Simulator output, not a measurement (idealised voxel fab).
Proc. module: voxel fin reveal
Section cut is 160 nm wide and gridded with 5 nm square cells.
Cross-sections here: square-cell grids, written as top-down lists of bands, a band being one or more rows of cells. Top height, bottom height, nm. Materials left to right, width each, nm. Single material + "all across" = fills band edge to edge. "empty" = empty. Beneath 0, the wafer as received is one material, and that level is where height counting begins. The lowest band goes on downward without a bottom; it is written like "0..down". Graded width ("30->40"): value in top row of band = first number; value in bottom row = second number; row-to-row change constant. "left unchanged" for a step: no cell of the cross-section changed in that step. Listed in "Closed-off voids": every empty space of 8 or more cells without an open way to the top. Form: width x height at distance, the distance being from the left edge, all in nm. after a step's settings: what the simulator itself notes on the step. The "overlay nm" setting may appear on a step's line; for a step that uses a mask, it gives how far to the right of its planned position the mask lay, and a negative value indicates the left.
## These are the steps we planned for the process
- 1: RECEIVE,material Si
- 2: CONFORMAL_DEP,material SiN,thk nm 5
- 3: DIRECTIONAL_DEP,material aC,thk nm 15
- 4: PATTERN,tone cover,mask id FINS,material resist,width nm 15,pitch nm 35,thk nm 35,overlay nm 0
- 5: DIRECTIONAL_ETCH,etch materials aC,depth nm 15
- 6: STRIP,etch materials resist
- 7: DIRECTIONAL_ETCH,etch materials SiN,depth nm 5
- 8: DIRECTIONAL_ETCH,etch materials Si,depth nm 30
- 9: STRIP,etch materials aC
- 10: OXIDIZE,depth nm 5
- 11: FILL_DEP,material SiO2,thk nm 10
- 12: CMP,height nm 5
- 13: SELECTIVE_ETCH,etch materials SiO2,depth nm 15
- 14: STRIP,etch materials SiN
- 15: CONFORMAL_DEP,material SiO2,thk nm 5
## As-received state of the wafer in cross-section, equivalent to post-step 1
	0..down: Si all across
	Closed-off voids: none
## Post-module cross-section of the first of two wafers (run per plan)
	5..0: empty 20 | SiO2 15 | empty 20 | SiO2 15 | empty 20 | SiO2 15 | empty 20 | SiO2 15 | empty 20
	0..-5: empty 20 | SiO2 5 | Si 5 | SiO2 5 | empty 20 | SiO2 5 | Si 5 | SiO2 5 | empty 20 | SiO2 5 | Si 5 | SiO2 5 | empty 20 | SiO2 5 | Si 5 | SiO2 5 | empty 20
	-5..-35: SiO2 25 | Si 5 | SiO2 30 | Si 5 | SiO2 30 | Si 5 | SiO2 30 | Si 5 | SiO2 25
	-35..down: Si all across
	Closed-off voids: none
## Wafer two, end of module, cross-section. Same start, same plan as wafer one. One mistake in the run
	0..-10: empty 25 | Si 5 | empty 30 | Si 5 | empty 30 | Si 5 | empty 30 | Si 5 | empty 25
	-10..-35: SiO2 25 | Si 5 | SiO2 30 | Si 5 | SiO2 30 | Si 5 | SiO2 30 | Si 5 | SiO2 25
	-35..down: Si all across
	Closed-off voids: none
What went wrong in running the wafer? step 15 in the plan did not get run; it was skipped
The final cell counts differ between the wafers, with the second having more or fewer of some materials than the first: SiO2 -48
